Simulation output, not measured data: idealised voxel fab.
process module | voxel wiring stack
cross-section cut | 215 nm wide | cells 5 nm
A cross-section is a grid of square cells, given in bands from the top down. A band is one or more rows of cells.
Each band's line starts with the height of the band's top and of its bottom, in nm. Then come its materials from left to right, each with its width in nm. One material with "throughout" fills the band from edge to edge. "air" is empty space.
Height 0 is the level under which the wafer as received is all one material. The lowest band goes on downwards, as in "0 down".
A width such as "30 to 40" changes by the same amount from each row of cells to the next, from the band's top row to its bottom row.
"no change" after a step means that no cell of the cross-section changed.
closed voids: empty space of 8 cells or more with no open way to the top, each as width x height at its distance from the left edge, in nm
after a step's settings: what the simulator itself notes on the step
overlay nm, on a step with a mask: how far to the right of its planned place the mask lay; to the left if negative
Each pair below shows a cross-section before one step and the cross-section after it, down to the lowest band that changed. The line under each pair gives the step between them, with its settings. The pairs can come from different runs of this module on the same starting wafer, so a pair continues from the pair above only where its "before" says so.
before
  95 to 80: air 45 | aC 5 | air 25 | aC 20 | air 40 | aC 5 | air 25 | aC 20 | air 30
  80 to 75: air 30 | SiO2 20 | air 25 | SiO2 20 | air 25 | SiO2 20 | air 25 | SiO2 20 | air 30
  75 to 60: aC 30 | SiO2 20 | aC 25 | SiO2 20 | aC 25 | SiO2 20 | aC 25 | SiO2 20 | aC 30
  60 to 45: SiO2 throughout
  45 to 40: SiCN throughout
  40 to 20: lowk 30 | Ru 20 | lowk 25 | Ru 20 | lowk 25 | Ru 20 | lowk 25 | Ru 20 | lowk 30
  20 to 15: lowk 30 | TiN 20 | lowk 25 | TiN 20 | lowk 25 | TiN 20 | lowk 25 | TiN 20 | lowk 30
  15 to 0: SiO2 throughout
  0 down: Si throughout
  closed voids: none
after
  95 to 80: air 45 | aC 5 | air 25 | aC 20 | air 40 | aC 5 | air 25 | aC 20 | air 30
  80 to 75: air 45 | SiO2 5 | air 25 | SiO2 20 | air 40 | SiO2 5 | air 25 | SiO2 20 | air 30
  75 to 65: aC 30 | air 15 | SiO2 5 | aC 25 | SiO2 20 | aC 25 | air 15 | SiO2 5 | aC 25 | SiO2 20 | aC 30
  below 65: unchanged
  closed voids: none
the step between: op DIRECTIONAL_ETCH | etch materials SiO2 | depth nm 15
before: the cross-section after the pair above
after
  80 to 65: air 45 | SiO2 5 | air 25 | SiO2 20 | air 40 | SiO2 5 | air 25 | SiO2 20 | air 30
  65 to 60: air 30 | SiO2 20 | air 25 | SiO2 20 | air 25 | SiO2 20 | air 25 | SiO2 20 | air 30
  below 60: unchanged
  closed voids: none
the step between: op STRIP | etch materials aC
before: the cross-section after the pair above
after
  85 to 80: air 40 | TiN 15 | air 15 | TiN 30 | air 30 | TiN 15 | air 15 | TiN 30 | air 25
  80 to 70: air 40 | TiN 5 | SiO2 5 | TiN 5 | air 15 | TiN 5 | SiO2 20 | TiN 5 | air 30 | TiN 5 | SiO2 5 | TiN 5 | air 15 | TiN 5 | SiO2 20 | TiN 5 | air 25
  70 to 65: air 25 | TiN 20 | SiO2 5 | TiN 5 | air 15 | TiN 5 | SiO2 20 | TiN 5 | air 15 | TiN 20 | SiO2 5 | TiN 5 | air 15 | TiN 5 | SiO2 20 | TiN 5 | air 25
  65 to 60: TiN 30 | SiO2 20 | TiN 25 | SiO2 20 | TiN 25 | SiO2 20 | TiN 25 | SiO2 20 | TiN 30
  below 60: unchanged
  closed voids: none
the step between: op CONFORMAL_DEP | material TiN | thk nm 5
before: the cross-section after the pair above
after
  90 to 85: Cu throughout
  85 to 80: Cu 40 | TiN 15 | Cu 15 | TiN 30 | Cu 30 | TiN 15 | Cu 15 | TiN 30 | Cu 25
  80 to 70: Cu 40 | TiN 5 | SiO2 5 | TiN 5 | Cu 15 | TiN 5 | SiO2 20 | TiN 5 | Cu 30 | TiN 5 | SiO2 5 | TiN 5 | Cu 15 | TiN 5 | SiO2 20 | TiN 5 | Cu 25
  70 to 65: Cu 25 | TiN 20 | SiO2 5 | TiN 5 | Cu 15 | TiN 5 | SiO2 20 | TiN 5 | Cu 15 | TiN 20 | SiO2 5 | TiN 5 | Cu 15 | TiN 5 | SiO2 20 | TiN 5 | Cu 25
  below 65: unchanged
  closed voids: none
the step between: op FILL_DEP | material Cu | thk nm 5
before: the cross-section after the pair above
after
  80 to 70: Cu 40 | TiN 5 | SiO2 5 | TiN 5 | Cu 15 | TiN 5 | SiO2 20 | TiN 5 | Cu 30 | TiN 5 | SiO2 5 | TiN 5 | Cu 15 | TiN 5 | SiO2 20 | TiN 5 | Cu 25
  below 70: unchanged
  closed voids: none
the step between: op CMP | height nm 80
before: the cross-section after the pair above
after
  85 to 80: SiN throughout
  below 80: unchanged
  closed voids: none
the step between: op CONFORMAL_DEP | material SiN | thk nm 5
